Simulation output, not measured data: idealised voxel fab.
The process module presented herein is designated voxel wiring stack.
Pictured: cross-section cut, 160 nm wide, on a grid of 5 nm square cells.
Cross-section format: a grid of square cells, given as bands from top to bottom; each band is one or more rows of cells. It is stipulated that each band's entry specify, in nanometres, the height of the top of the band and then that of its bottom, followed by the materials of the band in left-to-right sequence, each together with its width in nanometres. A single material marked by the word "all across" is understood to fill the band from edge to edge; the word "empty" is understood to denote empty space. Measure heights from 0. That's the level where, below it, the as-received wafer is all one material. The lowest band is bottomless and extends downward; write it as in "0 and below". It should be noted that a width expressed as "30 to 40" varies in equal increments from row to row of cells within the band, taking the value of the first number at the top row and that of the second number at the bottom row. For the purposes of this document, the phrase "no modification" attached to a step denotes that no cell within the cross-section was modified by that step. "Enclosed internal voids": sealed empty spaces, 8 cells or more, no open way to top, listed width x height at distance, with distance from the left edge and width, height and distance in nm. Past the settings on a step's line: simulator remark, on that step. Among the settings permitted on a step's line is "overlay nm"; applied to a step with a mask, it specifies the extent to which the mask lay to the right of its planned position, whereas a negative figure signifies a position to the left.

## List of planned process steps
- 1: RECEIVE [material Si]
- 2: CONFORMAL_DEP [material SiO2] [thk nm 15]
- 3: DIRECTIONAL_DEP [material TiN] [thk nm 5]
- 4: DIRECTIONAL_DEP [material Ru] [thk nm 20]
- 5: DIRECTIONAL_DEP [material aC] [thk nm 15]
- 6: PATTERN [tone cover] [mask id METAL_1] [material resist] [width nm 20] [pitch nm 35] [thk nm 35] [overlay nm 0]
- 7: DIRECTIONAL_ETCH [etch materials aC] [depth nm 15]
- 8: STRIP [etch materials resist]
- 9: DIRECTIONAL_ETCH [etch materials Ru] [depth nm 20]
- 10: DIRECTIONAL_ETCH [etch materials TiN] [depth nm 5]
- 11: STRIP [etch materials aC]
- 12: CONFORMAL_DEP [material SiCN] [thk nm 5]
- 13: FILL_DEP [material SiO2] [thk nm 10]
- 14: CMP [height nm 40]
- 15: CONFORMAL_DEP [material SiCN] [thk nm 5]
- 16: DIRECTIONAL_DEP [material lowk] [thk nm 30]
- 17: MASKED_ETCH [tone open] [mask id METAL_2] [width nm 20] [pitch nm 35] [etch materials lowk] [depth nm 20] [overlay nm 0]
- 18: DIRECTIONAL_DEP [material aC] [thk nm 10]
- 19: PATTERN [tone open] [mask id METAL_2_HOLES] [material resist] [width nm 15] [pitch nm 70] [thk nm 30] [overlay nm 0]
- 20: DIRECTIONAL_ETCH [etch materials aC] [depth nm 10]
- 21: STRIP [etch materials resist]
- 22: DIRECTIONAL_ETCH [etch materials lowk] [depth nm 10]
- 23: DIRECTIONAL_ETCH [etch materials SiCN] [depth nm 5]
- 24: STRIP [etch materials aC]
- 25: CONFORMAL_DEP [material TiN] [thk nm 5]
- 26: FILL_DEP [material Cu] [thk nm 10]
- 27: CMP [height nm 75]
- 28: CONFORMAL_DEP [material SiN] [thk nm 5]
For this document, wafers share an identical start and vary in the step 19 overlay nm; the plan quotes the first wafer's value.

## As received, i.e. after step 1: cross-section through the first of several wafers
    0 and below = Si all across
    Enclosed internal voids: none

## first wafer at the end, after step 28
    80 down to 75 = SiN all across
    75 down to 60 = lowk: 15 / TiN: 5 / Cu: 10 / TiN: 5 / lowk: 15 / TiN: 5 / Cu: 10 / TiN: 5 / lowk: 15 / TiN: 5 / Cu: 10 / TiN: 5 / lowk: 15 / TiN: 5 / Cu: 10 / TiN: 5 / lowk: 20
    60 down to 55 = lowk: 15 / TiN: 5 / Cu: 5 / TiN: 10 / lowk: 15 / TiN: 20 / lowk: 15 / TiN: 5 / Cu: 5 / TiN: 10 / lowk: 15 / TiN: 20 / lowk: 20
    55 down to 45 = lowk: 15 / TiN: 5 / Cu: 5 / TiN: 5 / lowk: 55 / TiN: 5 / Cu: 5 / TiN: 5 / lowk: 60
    45 down to 40 = SiCN: 15 / TiN: 15 / SiCN: 55 / TiN: 15 / SiCN: 60
    40 down to 20 = SiO2: 10 / SiCN: 5 / Ru: 20 / SiCN: 5 / SiO2: 5 / SiCN: 5 / Ru: 20 / SiCN: 5 / SiO2: 5 / SiCN: 5 / Ru: 20 / SiCN: 5 / SiO2: 5 / SiCN: 5 / Ru: 20 / SiCN: 5 / SiO2: 15
    20 down to 15 = SiCN: 15 / TiN: 20 / SiCN: 15 / TiN: 20 / SiCN: 15 / TiN: 20 / SiCN: 15 / TiN: 20 / SiCN: 20
    15 down to 0 = SiO2 all across
    0 and below = Si all across
    Enclosed internal voids: none

## The module's end: a cross-section of the last wafer
    80 down to 75 = SiN all across
    75 down to 65 = lowk: 15 / TiN: 5 / Cu: 20 to 10 / TiN: 5 to 15 / lowk: 5 / TiN: 5 / Cu: 10 / TiN: 5 / lowk: 15 / TiN: 5 / Cu: 20 to 10 / TiN: 5 to 15 / lowk: 5 / TiN: 5 / Cu: 10 / TiN: 5 / lowk: 20
    65 down to 60 = lowk: 15 / TiN: 5 / Cu: 10 / TiN: 5 / lowk: 15 / TiN: 5 / Cu: 10 / TiN: 5 / lowk: 15 / TiN: 5 / Cu: 10 / TiN: 5 / lowk: 15 / TiN: 5 / Cu: 10 / TiN: 5 / lowk: 20
    60 down to 55 = lowk: 15 / TiN: 20 / lowk: 15 / TiN: 20 / lowk: 15 / TiN: 20 / lowk: 15 / TiN: 20 / lowk: 20
    55 down to 45 = lowk: 30 / TiN: 5 / lowk: 65 / TiN: 5 / lowk: 55
    45 down to 40 = SiCN: 30 / TiN: 5 / SiCN: 65 / TiN: 5 / SiCN: 55
    40 down to 20 = SiO2: 10 / SiCN: 5 / Ru: 20 / SiCN: 5 / SiO2: 5 / SiCN: 5 / Ru: 20 / SiCN: 5 / SiO2: 5 / SiCN: 5 / Ru: 20 / SiCN: 5 / SiO2: 5 / SiCN: 5 / Ru: 20 / SiCN: 5 / SiO2: 15
    20 down to 15 = SiCN: 15 / TiN: 20 / SiCN: 15 / TiN: 20 / SiCN: 15 / TiN: 20 / SiCN: 15 / TiN: 20 / SiCN: 20
    15 down to 0 = SiO2 all across
    0 and below = Si all across
    Enclosed internal voids: none

## Below, a row for every wafer. Read it as the end-of-module picture: for each material the wafer shows its cells gained (+) or lost (-) since it was received, and then its closed voids
overlay nm 0; +30 Cu; +64 Ru; +74 SiCN; +32 SiN; +128 SiO2; +68 TiN; +116 lowk; Enclosed internal voids: none
overlay nm 5; +30 Cu; +64 Ru; +74 SiCN; +32 SiN; +128 SiO2; +68 TiN; +116 lowk; Enclosed internal voids: none
overlay nm 10; +26 Cu; +64 Ru; +76 SiCN; +32 SiN; +128 SiO2; +70 TiN; +116 lowk; Enclosed internal voids: none
overlay nm 15; +28 Cu; +64 Ru; +78 SiCN; +32 SiN; +128 SiO2; +66 TiN; +116 lowk; Enclosed internal voids: none
